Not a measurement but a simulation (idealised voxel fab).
Process module under the name voxel wiring stack
This is section cut - it's 175 nm across, gridded in 5 nm square cells.
Notation: cross-section as square-cell grid; stated in bands, top first, going down; one or more cell rows per band.
Band: top height; bottom height; in nm. Then, left to right: material with width in nm, for each material. "throughout": a single material spanning edge to edge. "air": empty space.
A quick word on heights: they are counted from 0, and under that level the wafer as it came to us is one material throughout. The lowest band is different from the rest in having no bottom; it simply continues downward, written as in "0 -> down".
Quick explanation for "30->40": the width changes in equal steps down the rows of cells, from the first number in the band's top row to the second number in its bottom row.
Take "no alteration" at face value: in the step it is given for, the cross-section changed in none of its cells.
Entry "Sealed void inventory" = empty spaces >= 8 cells with no open way to the top; each as width x height at distance, distance from left edge, all nm.
If you see something after the settings on a step's line, that's the simulator's own remark about that step.
overlay nm: mask offset rightward from planned place, masked step; negative means leftward offset.
**List of planned process steps**
1,RECEIVE: material Si
2,CONFORMAL_DEP: material SiO2, thk nm 15
3,DIRECTIONAL_DEP: material TiN, thk nm 5
4,DIRECTIONAL_DEP: material Ru, thk nm 15
5,MASKED_ETCH: tone cover, mask id METAL_1, width nm 25, pitch nm 55, etch materials Ru, depth nm 15, overlay nm 0
6,MASKED_ETCH: tone cover, mask id METAL_1, width nm 25, pitch nm 55, etch materials TiN, depth nm 5, overlay nm 0
7,FILL_DEP: material lowk, thk nm 5
8,CMP: height nm 35
9,CONFORMAL_DEP: material SiCN, thk nm 5
10,DIRECTIONAL_DEP: material lowk, thk nm 10
11,DIRECTIONAL_DEP: material aC, thk nm 15
12,PATTERN: tone open, mask id PLUG_1, material resist, width nm 15, pitch nm 55, thk nm 30, overlay nm 0
13,DIRECTIONAL_ETCH: etch materials aC, depth nm 15
14,STRIP: etch materials resist
15,DIRECTIONAL_ETCH: etch materials lowk, depth nm 10
16,DIRECTIONAL_ETCH: etch materials SiCN, depth nm 5
17,STRIP: etch materials aC
18,CONFORMAL_DEP: material TiN, thk nm 5
19,FILL_DEP: material Ru, thk nm 5
20,CMP: height nm 50
21,CONFORMAL_DEP: material SiCN, thk nm 5
22,DIRECTIONAL_DEP: material SiO2, thk nm 15
23,PATTERN: tone open, mask id METAL_2, material resist, width nm 25, pitch nm 55, thk nm 15, overlay nm 0
24,DIRECTIONAL_ETCH: etch materials SiO2, depth nm 15
25,DIRECTIONAL_ETCH: etch materials SiCN, depth nm 5
26,STRIP: etch materials resist
27,CONFORMAL_DEP: material TiN, thk nm 5
28,FILL_DEP: material Ru, thk nm 5
29,CMP: height nm 70
30,CONFORMAL_DEP: material SiCN, thk nm 5
31,DIRECTIONAL_DEP: material SiO2, thk nm 30
32,MASKED_ETCH: tone open, mask id METAL_3_HOLES, width nm 15, etch materials SiO2, depth nm 30, overlay nm 0
33,MASKED_ETCH: tone open, mask id METAL_3, width nm 25, pitch nm 55, etch materials SiO2, depth nm 15, overlay nm 0
34,MASKED_ETCH: tone open, mask id METAL_3, width nm 25, pitch nm 55, etch materials SiCN, depth nm 5, overlay nm 0
35,CONFORMAL_DEP: material TiN, thk nm 5
36,FILL_DEP: material Ru, thk nm 5
37,CMP: height nm 105
38,CONFORMAL_DEP: material SiCN, thk nm 5
**Shown in cross-section is the wafer as received, that is, as it stands after step 1**
	0 -> down: Si throughout
	Sealed void inventory: none
**Figure: cross-sectional view of the wafer upon completion of the module, processed from the initial state and according to the plan depicted above, with one error introduced during execution**
	110 -> 105: SiCN throughout
	105 -> 100: Ru throughout
	100 -> 95: TiN=50  Ru=15  TiN=40  Ru=15  TiN=55
	95 -> 85: SiO2=45  TiN=5  Ru=15  TiN=5  SiO2=30  TiN=5  Ru=15  TiN=5  SiO2=50
	85 -> 80: SiO2=45  TiN=5  Ru=5  TiN=15  SiO2=30  TiN=25  SiO2=50
	80 -> 65: SiO2=45  TiN=5  Ru=5  TiN=5  SiO2=115
	65 -> 60: SiCN=45  TiN=15  SiCN=115
	60 -> 55: SiO2=45  TiN=5  Ru=15  TiN=5  SiO2=30  TiN=5  Ru=15  TiN=5  SiO2=50
	55 -> 50: SiCN=45  TiN=25  SiCN=30  TiN=25  SiCN=50
	50 -> 40: lowk=45  TiN=5  Ru=5  TiN=5  lowk=40  TiN=5  Ru=5  TiN=5  lowk=60
	40 -> 35: SiCN=45  TiN=15  SiCN=40  TiN=15  SiCN=60
	35 -> 20: lowk=45  Ru=25  lowk=30  Ru=25  lowk=50
	20 -> 15: lowk=45  TiN=25  lowk=30  TiN=25  lowk=50
	15 -> 0: SiO2 throughout
	0 -> down: Si throughout
	Sealed void inventory: none
It is concluded that the wafer was processed incorrectly with respect to the plan, in that step 29 ran with different settings than intended, the actual operation and settings being CMP: height nm 60
